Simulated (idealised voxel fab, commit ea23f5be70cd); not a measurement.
The following is a process module called voxel gate over fins.
The cross-section on display is named cut; it measures 215 nm wide, and its cells are 5 nm squares.
Notation: cross-section as square-cell grid; stated in bands, top first, going down; one or more cell rows per band. The band entry comprises the height of the band's top followed by the height of its bottom, expressed in nm, and subsequently the band's materials from left to right, each stated together with its width in nm. Where a single material is marked with the word "full width", that material fills the band from edge to edge. The word "blank" represents empty space. Height reference: 0 = level under which incoming wafer is all one material. Lowest band: no bottom, runs on downward, e.g. "0 -> down". With a width like "30 to 40", each row of cells in the band differs from the next by the same amount, the top row carrying the first number and the bottom row the second. Where a step carries "nothing altered", the cross-section came out of it unchanged, cell for cell. "Sealed internal voids" enumerates empty spaces isolated from the top, with no open way to it, that contain at least 8 cells, giving each as width x height at distance from the left edge, all three in nm. Where a step's line continues beyond its settings, the continuation is a remark by the simulator itself on that step. Each step line may optionally specify "overlay nm", which for a step with a mask gives the rightward distance between the mask's planned place and where it lay, a negative value indicating the leftward direction. From here on the document is pairs. In a pair, the cross-section before one process step comes with the cross-section after it, and the latter goes no deeper than the lowest band that changed. What lies in between, the step and its settings, is written under the pair. A pair may be from a different run of this module on the same starting wafer than the pair above it, so it continues from that pair only where its entry headed "Before processing" says so.
Before processing
5 -> 0 | SiO2 25 nm, SiN 15 nm, SiO2 15 nm, TiN 5 nm, Ru 5 nm, TiN 5 nm, SiO2 5 nm, SiN 15 nm, SiO2 35 nm, SiN 15 nm, SiO2 35 nm, SiN 15 nm, SiO2 25 nm
0 -> -30 | SiO2 25 nm, Si 15 nm, SiO2 15 nm, TiN 5 nm, Ru 5 nm, TiN 5 nm, SiO2 5 nm, Si 15 nm, SiO2 35 nm, Si 15 nm, SiO2 35 nm, Si 15 nm, SiO2 25 nm
-30 -> -35 | SiO2 25 nm, Si 15 nm, SiO2 15 nm, TiN 15 nm, SiO2 5 nm, Si 15 nm, SiO2 35 nm, Si 15 nm, SiO2 35 nm, Si 15 nm, SiO2 25 nm
-35 -> -40 | SiO2 25 nm, Si 15 nm, SiO2 35 nm, Si 15 nm, SiO2 35 nm, Si 15 nm, SiO2 35 nm, Si 15 nm, SiO2 25 nm
-40 -> down | Si full width
Sealed internal voids: none
Cross-Section After Step
5 -> 0 | SiO2 25 nm, SiN 15 nm, SiO2 15 nm, blank 15 nm, SiO2 5 nm, SiN 15 nm, SiO2 35 nm, SiN 15 nm, SiO2 35 nm, SiN 15 nm, SiO2 25 nm
0 -> -20 | SiO2 25 nm, Si 15 nm, SiO2 15 nm, blank 15 nm, SiO2 5 nm, Si 15 nm, SiO2 35 nm, Si 15 nm, SiO2 35 nm, Si 15 nm, SiO2 25 nm
No changes below -20.
Sealed internal voids: none
Step applied between the pre-step and post-step cross-sections shown above: SELECTIVE_ETCH (etch materials W Ru TiN; depth nm 25)
Before processing: look at the pair above, its after cross-section is where this step starts.
Cross-Section After Step
10 -> 5 | SiO2 full width
5 -> 0 | SiO2 25 nm, SiN 15 nm, SiO2 35 nm, SiN 15 nm, SiO2 35 nm, SiN 15 nm, SiO2 35 nm, SiN 15 nm, SiO2 25 nm
0 -> -20 | SiO2 25 nm, Si 15 nm, SiO2 35 nm, Si 15 nm, SiO2 35 nm, Si 15 nm, SiO2 35 nm, Si 15 nm, SiO2 25 nm
No changes below -20.
Sealed internal voids: none
Step applied between the pre-step and post-step cross-sections shown above: FILL_DEP (material SiO2; thk nm 5)
Before processing: look at the pair above, its after cross-section is where this step starts.
Cross-Section After Step
5 -> 0 | SiO2 25 nm, SiN 15 nm, SiO2 35 nm, SiN 15 nm, SiO2 35 nm, SiN 15 nm, SiO2 35 nm, SiN 15 nm, SiO2 25 nm
No changes below 0.
Sealed internal voids: none
Step applied between the pre-step and post-step cross-sections shown above: CMP (height nm 5)
Before processing: look at the pair above, its after cross-section is where this step starts.
Cross-Section After Step
5 -> 0 | blank 25 nm, SiN 15 nm, blank 35 nm, SiN 15 nm, blank 35 nm, SiN 15 nm, blank 35 nm, SiN 15 nm, blank 25 nm
0 -> -10 | blank 25 nm, Si 15 nm, blank 35 nm, Si 15 nm, blank 35 nm, Si 15 nm, blank 35 nm, Si 15 nm, blank 25 nm
No changes below -10.
Sealed internal voids: none
Step applied between the pre-step and post-step cross-sections shown above: SELECTIVE_ETCH (etch materials SiO2; depth nm 15)
Before processing: look at the pair above, its after cross-section is where this step starts.
Cross-Section After Step
0 -> -10 | blank 25 nm, Si 15 nm, blank 35 nm, Si 15 nm, blank 35 nm, Si 15 nm, blank 35 nm, Si 15 nm, blank 25 nm
No changes below -10.
Sealed internal voids: none
Step applied between the pre-step and post-step cross-sections shown above: STRIP (etch materials SiN)
Before processing: look at the pair above, its after cross-section is where this step starts.
Cross-Section After Step
5 -> 0 | blank 20 nm, HfO2 25 nm, blank 25 nm, HfO2 25 nm, blank 25 nm, HfO2 25 nm, blank 25 nm, HfO2 25 nm, blank 20 nm
0 -> -5 | blank 20 nm, HfO2 5 nm, Si 15 nm, HfO2 5 nm, blank 25 nm, HfO2 5 nm, Si 15 nm, HfO2 5 nm, blank 25 nm, HfO2 5 nm, Si 15 nm, HfO2 5 nm, blank 25 nm, HfO2 5 nm, Si 15 nm, HfO2 5 nm, blank 20 nm
-5 -> -10 | HfO2 25 nm, Si 15 nm, HfO2 35 nm, Si 15 nm, HfO2 35 nm, Si 15 nm, HfO2 35 nm, Si 15 nm, HfO2 25 nm
No changes below -10.
Sealed internal voids: none
Step applied between the pre-step and post-step cross-sections shown above: CONFORMAL_DEP (material HfO2; thk nm 5)
Before processing: look at the pair above, its after cross-section is where this step starts.
Cross-Section After Step
10 -> 5 | blank 15 nm, TiN 35 nm, blank 15 nm, TiN 35 nm, blank 15 nm, TiN 35 nm, blank 15 nm, TiN 35 nm, blank 15 nm
5 -> 0 | blank 15 nm, TiN 5 nm, HfO2 25 nm, TiN 5 nm, blank 15 nm, TiN 5 nm, HfO2 25 nm, TiN 5 nm, blank 15 nm, TiN 5 nm, HfO2 25 nm, TiN 5 nm, blank 15 nm, TiN 5 nm, HfO2 25 nm, TiN 5 nm, blank 15 nm
0 -> -5 | TiN 20 nm, HfO2 5 nm, Si 15 nm, HfO2 5 nm, TiN 25 nm, HfO2 5 nm, Si 15 nm, HfO2 5 nm, TiN 25 nm, HfO2 5 nm, Si 15 nm, HfO2 5 nm, TiN 25 nm, HfO2 5 nm, Si 15 nm, HfO2 5 nm, TiN 20 nm
No changes below -5.
Sealed internal voids: none
Step applied between the pre-step and post-step cross-sections shown above: CONFORMAL_DEP (material TiN; thk nm 5)
Before processing: look at the pair above, its after cross-section is where this step starts.
Cross-Section After Step
15 -> 10 | blank 10 nm, TiAl 45 nm, blank 5 nm, TiAl 45 nm, blank 5 nm, TiAl 45 nm, blank 5 nm, TiAl 45 nm, blank 10 nm
10 -> 5 | blank 10 nm, TiAl 5 nm, TiN 35 nm, TiAl 5 nm, blank 5 nm, TiAl 5 nm, TiN 35 nm, TiAl 5 nm, blank 5 nm, TiAl 5 nm, TiN 35 nm, TiAl 5 nm, blank 5 nm, TiAl 5 nm, TiN 35 nm, TiAl 5 nm, blank 10 nm
5 -> 0 | TiAl 15 nm, TiN 5 nm, HfO2 25 nm, TiN 5 nm, TiAl 15 nm, TiN 5 nm, HfO2 25 nm, TiN 5 nm, TiAl 15 nm, TiN 5 nm, HfO2 25 nm, TiN 5 nm, TiAl 15 nm, TiN 5 nm, HfO2 25 nm, TiN 5 nm, TiAl 15 nm
No changes below 0.
Sealed internal voids: none
Step applied between the pre-step and post-step cross-sections shown above: CONFORMAL_DEP (material TiAl; thk nm 5)
Before processing: look at the pair above, its after cross-section is where this step starts.
Cross-Section After Step
20 -> 15 | blank 5 nm, TiN 205 nm, blank 5 nm
15 -> 10 | blank 5 nm, TiN 5 nm, TiAl 45 nm, TiN 5 nm, TiAl 45 nm, TiN 5 nm, TiAl 45 nm, TiN 5 nm, TiAl 45 nm, TiN 5 nm, blank 5 nm
10 -> 5 | TiN 10 nm, TiAl 5 nm, TiN 35 nm, TiAl 5 nm, TiN 5 nm, TiAl 5 nm, TiN 35 nm, TiAl 5 nm, TiN 5 nm, TiAl 5 nm, TiN 35 nm, TiAl 5 nm, TiN 5 nm, TiAl 5 nm, TiN 35 nm, TiAl 5 nm, TiN 10 nm
No changes below 5.
Sealed internal voids: none
Step applied between the pre-step and post-step cross-sections shown above: CONFORMAL_DEP (material TiN; thk nm 5)
Before processing: look at the pair above, its after cross-section is where this step starts.
Cross-Section After Step
30 -> 20 | W full width
20 -> 15 | W 5 nm, TiN 205 nm, W 5 nm
15 -> 10 | W 5 nm, TiN 5 nm, TiAl 45 nm, TiN 5 nm, TiAl 45 nm, TiN 5 nm, TiAl 45 nm, TiN 5 nm, TiAl 45 nm, TiN 5 nm, W 5 nm
No changes below 10.
Sealed internal voids: none
Step applied between the pre-step and post-step cross-sections shown above: FILL_DEP (material W; thk nm 10)
Before processing: look at the pair above, its after cross-section is where this step starts.
Cross-Section After Step
25 -> 20 | W full width
No changes below 20.
Sealed internal voids: none
Step applied between the pre-step and post-step cross-sections shown above: CMP (height nm 25)
Before processing: look at the pair above, its after cross-section is where this step starts.
Cross-Section After Step
30 -> 25 | SiN full width
No changes below 25.
Sealed internal voids: none
Step applied between the pre-step and post-step cross-sections shown above: CONFORMAL_DEP (material SiN; thk nm 5)
Before processing
20 -> 15 | blank 5 nm, TiN 205 nm, blank 5 nm
15 -> 10 | blank 5 nm, TiN 5 nm, TiAl 45 nm, TiN 5 nm, TiAl 45 nm, TiN 5 nm, TiAl 45 nm, TiN 5 nm, TiAl 45 nm, TiN 5 nm, blank 5 nm
10 -> 5 | TiN 10 nm, TiAl 5 nm, TiN 35 nm, TiAl 5 nm, TiN 5 nm, TiAl 5 nm, TiN 35 nm, TiAl 5 nm, TiN 5 nm, TiAl 5 nm, TiN 35 nm, TiAl 5 nm, TiN 5 nm, TiAl 5 nm, TiN 35 nm, TiAl 5 nm, TiN 10 nm
5 -> 0 | TiAl 15 nm, TiN 5 nm, HfO2 25 nm, TiN 5 nm, TiAl 15 nm, TiN 5 nm, HfO2 25 nm, TiN 5 nm, TiAl 15 nm, TiN 5 nm, HfO2 25 nm, TiN 5 nm, TiAl 15 nm, TiN 5 nm, HfO2 25 nm, TiN 5 nm, TiAl 15 nm
0 -> -5 | TiN 20 nm, HfO2 5 nm, Si 15 nm, HfO2 5 nm, TiN 25 nm, HfO2 5 nm, Si 15 nm, HfO2 5 nm, TiN 25 nm, HfO2 5 nm, Si 15 nm, HfO2 5 nm, TiN 25 nm, HfO2 5 nm, Si 15 nm, HfO2 5 nm, TiN 20 nm
-5 -> -10 | HfO2 25 nm, Si 15 nm, HfO2 35 nm, Si 15 nm, HfO2 35 nm, Si 15 nm, HfO2 35 nm, Si 15 nm, HfO2 25 nm
-10 -> -20 | SiO2 25 nm, Si 15 nm, SiO2 35 nm, Si 15 nm, SiO2 35 nm, Si 15 nm, SiO2 35 nm, Si 15 nm, SiO2 25 nm
-20 -> -30 | SiO2 25 nm, Si 15 nm, SiO2 10 nm, TiN 5 nm, Ru 5 nm, TiN 5 nm, SiO2 10 nm, Si 15 nm, SiO2 35 nm, Si 15 nm, SiO2 35 nm, Si 15 nm, SiO2 25 nm
-30 -> -35 | SiO2 25 nm, Si 15 nm, SiO2 10 nm, TiN 15 nm, SiO2 10 nm, Si 15 nm, SiO2 35 nm, Si 15 nm, SiO2 35 nm, Si 15 nm, SiO2 25 nm
-35 -> -40 | SiO2 25 nm, Si 15 nm, SiO2 35 nm, Si 15 nm, SiO2 35 nm, Si 15 nm, SiO2 35 nm, Si 15 nm, SiO2 25 nm
-40 -> down | Si full width
Sealed internal voids: none
Cross-Section After Step
30 -> 20 | Ru full width
20 -> 15 | Ru 5 nm, TiN 205 nm, Ru 5 nm
15 -> 10 | Ru 5 nm, TiN 5 nm, TiAl 45 nm, TiN 5 nm, TiAl 45 nm, TiN 5 nm, TiAl 45 nm, TiN 5 nm, TiAl 45 nm, TiN 5 nm, Ru 5 nm
No changes below 10.
Sealed internal voids: none
Step applied between the pre-step and post-step cross-sections shown above: FILL_DEP (material Ru; thk nm 10)
Before processing: look at the pair above, its after cross-section is where this step starts.
Cross-Section After Step
25 -> 20 | Ru full width
No changes below 20.
Sealed internal voids: none
Step applied between the pre-step and post-step cross-sections shown above: CMP (height nm 25)
Before processing: look at the pair above, its after cross-section is where this step starts.
Cross-Section After Step
30 -> 25 | SiN full width
No changes below 25.
Sealed internal voids: none
Step applied between the pre-step and post-step cross-sections shown above: CONFORMAL_DEP (material SiN; thk nm 5)
Before processing
5 -> 0 | SiO2 25 nm, SiN 15 nm, SiO2 35 nm, SiN 15 nm, SiO2 35 nm, SiN 15 nm, SiO2 35 nm, SiN 15 nm, SiO2 25 nm
0 -> -40 | SiO2 25 nm, Si 15 nm, SiO2 35 nm, Si 15 nm, SiO2 35 nm, Si 15 nm, SiO2 35 nm, Si 15 nm, SiO2 25 nm
-40 -> down | Si full width
Sealed internal voids: none
Cross-Section After Step
25 -> 5 | blank 50 nm, resist 15 nm, blank 150 nm
No changes below 5.
Sealed internal voids: none
Step applied between the pre-step and post-step cross-sections shown above: PATTERN (tone cover; mask id RAIL; material resist; width nm 15; thk nm 20; overlay nm 0)
Before processing: look at the pair above, its after cross-section is where this step starts.
Cross-Section After Step
25 -> 5 | blank 50 nm, resist 15 nm, blank 150 nm
5 -> 0 | blank 25 nm, SiN 15 nm, blank 10 nm, SiO2 15 nm, blank 10 nm, SiN 15 nm, blank 35 nm, SiN 15 nm, blank 35 nm, SiN 15 nm, blank 25 nm
0 -> -35 | blank 25 nm, Si 15 nm, blank 10 nm, SiO2 15 nm, blank 10 nm, Si 15 nm, blank 35 nm, Si 15 nm, blank 35 nm, Si 15 nm, blank 25 nm
No changes below -35.
Sealed internal voids: none
Step applied between the pre-step and post-step cross-sections shown above: DIRECTIONAL_ETCH (etch materials SiO2; depth nm 40)
Before processing: look at the pair above, its after cross-section is where this step starts.
Cross-Section After Step
5 -> 0 | blank 25 nm, SiN 15 nm, blank 10 nm, SiO2 15 nm, blank 10 nm, SiN 15 nm, blank 35 nm, SiN 15 nm, blank 35 nm, SiN 15 nm, blank 25 nm
No changes below 0.
Sealed internal voids: none
Step applied between the pre-step and post-step cross-sections shown above: STRIP (etch materials resist)
Before processing: look at the pair above, its after cross-section is where this step starts.
Cross-Section After Step
10 -> 5 | blank 20 nm, TiN 75 nm, blank 25 nm, TiN 25 nm, blank 25 nm, TiN 25 nm, blank 20 nm
5 -> 0 | blank 20 nm, TiN 5 nm, SiN 15 nm, TiN 10 nm, SiO2 15 nm, TiN 10 nm, SiN 15 nm, TiN 5 nm, blank 25 nm, TiN 5 nm, SiN 15 nm, TiN 5 nm, blank 25 nm, TiN 5 nm, SiN 15 nm, TiN 5 nm, blank 20 nm
0 -> -30 | blank 20 nm, TiN 5 nm, Si 15 nm, TiN 10 nm, SiO2 15 nm, TiN 10 nm, Si 15 nm, TiN 5 nm, blank 25 nm, TiN 5 nm, Si 15 nm, TiN 5 nm, blank 25 nm, TiN 5 nm, Si 15 nm, TiN 5 nm, blank 20 nm
-30 -> -35 | TiN 25 nm, Si 15 nm, TiN 10 nm, SiO2 15 nm, TiN 10 nm, Si 15 nm, TiN 35 nm, Si 15 nm, TiN 35 nm, Si 15 nm, TiN 25 nm
No changes below -35.
Sealed internal voids: none
Step applied between the pre-step and post-step cross-sections shown above: CONFORMAL_DEP (material TiN; thk nm 5)
Before processing: look at the pair above, its after cross-section is where this step starts.
Cross-Section After Step
20 -> 10 | Ru full width
10 -> 5 | Ru 20 nm, TiN 75 nm, Ru 25 nm, TiN 25 nm, Ru 25 nm, TiN 25 nm, Ru 20 nm
5 -> 0 | Ru 20 nm, TiN 5 nm, SiN 15 nm, TiN 10 nm, SiO2 15 nm, TiN 10 nm, SiN 15 nm, TiN 5 nm, Ru 25 nm, TiN 5 nm, SiN 15 nm, TiN 5 nm, Ru 25 nm, TiN 5 nm, SiN 15 nm, TiN 5 nm, Ru 20 nm
0 -> -30 | Ru 20 nm, TiN 5 nm, Si 15 nm, TiN 10 nm, SiO2 15 nm, TiN 10 nm, Si 15 nm, TiN 5 nm, Ru 25 nm, TiN 5 nm, Si 15 nm, TiN 5 nm, Ru 25 nm, TiN 5 nm, Si 15 nm, TiN 5 nm, Ru 20 nm
No changes below -30.
Sealed internal voids: none
Step applied between the pre-step and post-step cross-sections shown above: FILL_DEP (material Ru; thk nm 10)
Before processing: look at the pair above, its after cross-section is where this step starts.
Cross-Section After Step
5 -> 0 | Ru 20 nm, TiN 5 nm, SiN 15 nm, TiN 10 nm, SiO2 15 nm, TiN 10 nm, SiN 15 nm, TiN 5 nm, Ru 25 nm, TiN 5 nm, SiN 15 nm, TiN 5 nm, Ru 25 nm, TiN 5 nm, SiN 15 nm, TiN 5 nm, Ru 20 nm
No changes below 0.
Sealed internal voids: none
Step applied between the pre-step and post-step cross-sections shown above: CMP (height nm 5)
Before processing: look at the pair above, its after cross-section is where this step starts.
Cross-Section After Step
5 -> 0 | blank 25 nm, SiN 15 nm, blank 10 nm, SiO2 15 nm, blank 10 nm, SiN 15 nm, blank 35 nm, SiN 15 nm, blank 35 nm, SiN 15 nm, blank 25 nm
0 -> -20 | blank 25 nm, Si 15 nm, blank 10 nm, SiO2 15 nm, blank 10 nm, Si 15 nm, blank 35 nm, Si 15 nm, blank 35 nm, Si 15 nm, blank 25 nm
No changes below -20.
Sealed internal voids: none
Step applied between the pre-step and post-step cross-sections shown above: SELECTIVE_ETCH (etch materials W Ru TiN; depth nm 25)
Before processing: look at the pair above, its after cross-section is where this step starts.
Cross-Section After Step
10 -> 5 | SiO2 full width
5 -> 0 | SiO2 25 nm, SiN 15 nm, SiO2 35 nm, SiN 15 nm, SiO2 35 nm, SiN 15 nm, SiO2 35 nm, SiN 15 nm, SiO2 25 nm
0 -> -20 | SiO2 25 nm, Si 15 nm, SiO2 35 nm, Si 15 nm, SiO2 35 nm, Si 15 nm, SiO2 35 nm, Si 15 nm, SiO2 25 nm
No changes below -20.
Sealed internal voids: none
Step applied between the pre-step and post-step cross-sections shown above: FILL_DEP (material SiO2; thk nm 5)
Before processing: look at the pair above, its after cross-section is where this step starts.
Cross-Section After Step
5 -> 0 | SiO2 25 nm, SiN 15 nm, SiO2 35 nm, SiN 15 nm, SiO2 35 nm, SiN 15 nm, SiO2 35 nm, SiN 15 nm, SiO2 25 nm
No changes below 0.
Sealed internal voids: none
Step applied between the pre-step and post-step cross-sections shown above: CMP (height nm 5)
Before processing: look at the pair above, its after cross-section is where this step starts.
Cross-Section After Step
5 -> 0 | blank 25 nm, SiN 15 nm, blank 35 nm, SiN 15 nm, blank 35 nm, SiN 15 nm, blank 35 nm, SiN 15 nm, blank 25 nm
0 -> -10 | blank 25 nm, Si 15 nm, blank 35 nm, Si 15 nm, blank 35 nm, Si 15 nm, blank 35 nm, Si 15 nm, blank 25 nm
No changes below -10.
Sealed internal voids: none
Step applied between the pre-step and post-step cross-sections shown above: SELECTIVE_ETCH (etch materials SiO2; depth nm 15)
Before processing: look at the pair above, its after cross-section is where this step starts.
Cross-Section After Step
0 -> -10 | blank 25 nm, Si 15 nm, blank 35 nm, Si 15 nm, blank 35 nm, Si 15 nm, blank 35 nm, Si 15 nm, blank 25 nm
No changes below -10.
Sealed internal voids: none
Step applied between the pre-step and post-step cross-sections shown above: STRIP (etch materials SiN)
Before processing: look at the pair above, its after cross-section is where this step starts.
Cross-Section After Step
5 -> 0 | blank 20 nm, HfO2 25 nm, blank 25 nm, HfO2 25 nm, blank 25 nm, HfO2 25 nm, blank 25 nm, HfO2 25 nm, blank 20 nm
0 -> -5 | blank 20 nm, HfO2 5 nm, Si 15 nm, HfO2 5 nm, blank 25 nm, HfO2 5 nm, Si 15 nm, HfO2 5 nm, blank 25 nm, HfO2 5 nm, Si 15 nm, HfO2 5 nm, blank 25 nm, HfO2 5 nm, Si 15 nm, HfO2 5 nm, blank 20 nm
-5 -> -10 | HfO2 25 nm, Si 15 nm, HfO2 35 nm, Si 15 nm, HfO2 35 nm, Si 15 nm, HfO2 35 nm, Si 15 nm, HfO2 25 nm
No changes below -10.
Sealed internal voids: none
Step applied between the pre-step and post-step cross-sections shown above: CONFORMAL_DEP (material HfO2; thk nm 5)
Before processing: look at the pair above, its after cross-section is where this step starts.
Cross-Section After Step
10 -> 5 | blank 15 nm, TiN 35 nm, blank 15 nm, TiN 35 nm, blank 15 nm, TiN 35 nm, blank 15 nm, TiN 35 nm, blank 15 nm
5 -> 0 | blank 15 nm, TiN 5 nm, HfO2 25 nm, TiN 5 nm, blank 15 nm, TiN 5 nm, HfO2 25 nm, TiN 5 nm, blank 15 nm, TiN 5 nm, HfO2 25 nm, TiN 5 nm, blank 15 nm, TiN 5 nm, HfO2 25 nm, TiN 5 nm, blank 15 nm
0 -> -5 | TiN 20 nm, HfO2 5 nm, Si 15 nm, HfO2 5 nm, TiN 25 nm, HfO2 5 nm, Si 15 nm, HfO2 5 nm, TiN 25 nm, HfO2 5 nm, Si 15 nm, HfO2 5 nm, TiN 25 nm, HfO2 5 nm, Si 15 nm, HfO2 5 nm, TiN 20 nm
No changes below -5.
Sealed internal voids: none
Step applied between the pre-step and post-step cross-sections shown above: CONFORMAL_DEP (material TiN; thk nm 5)
Before processing: look at the pair above, its after cross-section is where this step starts.
Cross-Section After Step
15 -> 10 | blank 10 nm, TiAl 45 nm, blank 5 nm, TiAl 45 nm, blank 5 nm, TiAl 45 nm, blank 5 nm, TiAl 45 nm, blank 10 nm
10 -> 5 | blank 10 nm, TiAl 5 nm, TiN 35 nm, TiAl 5 nm, blank 5 nm, TiAl 5 nm, TiN 35 nm, TiAl 5 nm, blank 5 nm, TiAl 5 nm, TiN 35 nm, TiAl 5 nm, blank 5 nm, TiAl 5 nm, TiN 35 nm, TiAl 5 nm, blank 10 nm
5 -> 0 | TiAl 15 nm, TiN 5 nm, HfO2 25 nm, TiN 5 nm, TiAl 15 nm, TiN 5 nm, HfO2 25 nm, TiN 5 nm, TiAl 15 nm, TiN 5 nm, HfO2 25 nm, TiN 5 nm, TiAl 15 nm, TiN 5 nm, HfO2 25 nm, TiN 5 nm, TiAl 15 nm
No changes below 0.
Sealed internal voids: none
Step applied between the pre-step and post-step cross-sections shown above: CONFORMAL_DEP (material TiAl; thk nm 5)
Before processing: look at the pair above, its after cross-section is where this step starts.
Cross-Section After Step
20 -> 15 | blank 5 nm, TiN 205 nm, blank 5 nm
15 -> 10 | blank 5 nm, TiN 5 nm, TiAl 45 nm, TiN 5 nm, TiAl 45 nm, TiN 5 nm, TiAl 45 nm, TiN 5 nm, TiAl 45 nm, TiN 5 nm, blank 5 nm
10 -> 5 | TiN 10 nm, TiAl 5 nm, TiN 35 nm, TiAl 5 nm, TiN 5 nm, TiAl 5 nm, TiN 35 nm, TiAl 5 nm, TiN 5 nm, TiAl 5 nm, TiN 35 nm, TiAl 5 nm, TiN 5 nm, TiAl 5 nm, TiN 35 nm, TiAl 5 nm, TiN 10 nm
No changes below 5.
Sealed internal voids: none
Step applied between the pre-step and post-step cross-sections shown above: CONFORMAL_DEP (material TiN; thk nm 5)
Before processing: look at the pair above, its after cross-section is where this step starts.
Cross-Section After Step
30 -> 20 | W full width
20 -> 15 | W 5 nm, TiN 205 nm, W 5 nm
15 -> 10 | W 5 nm, TiN 5 nm, TiAl 45 nm, TiN 5 nm, TiAl 45 nm, TiN 5 nm, TiAl 45 nm, TiN 5 nm, TiAl 45 nm, TiN 5 nm, W 5 nm
No changes below 10.
Sealed internal voids: none
Step applied between the pre-step and post-step cross-sections shown above: FILL_DEP (material W; thk nm 10)
Before processing: look at the pair above, its after cross-section is where this step starts.
Cross-Section After Step
25 -> 20 | W full width
No changes below 20.
Sealed internal voids: none
Step applied between the pre-step and post-step cross-sections shown above: CMP (height nm 25)
Before processing: look at the pair above, its after cross-section is where this step starts.
Cross-Section After Step
30 -> 25 | SiN full width
No changes below 25.
Sealed internal voids: none
Step applied between the pre-step and post-step cross-sections shown above: CONFORMAL_DEP (material SiN; thk nm 5)
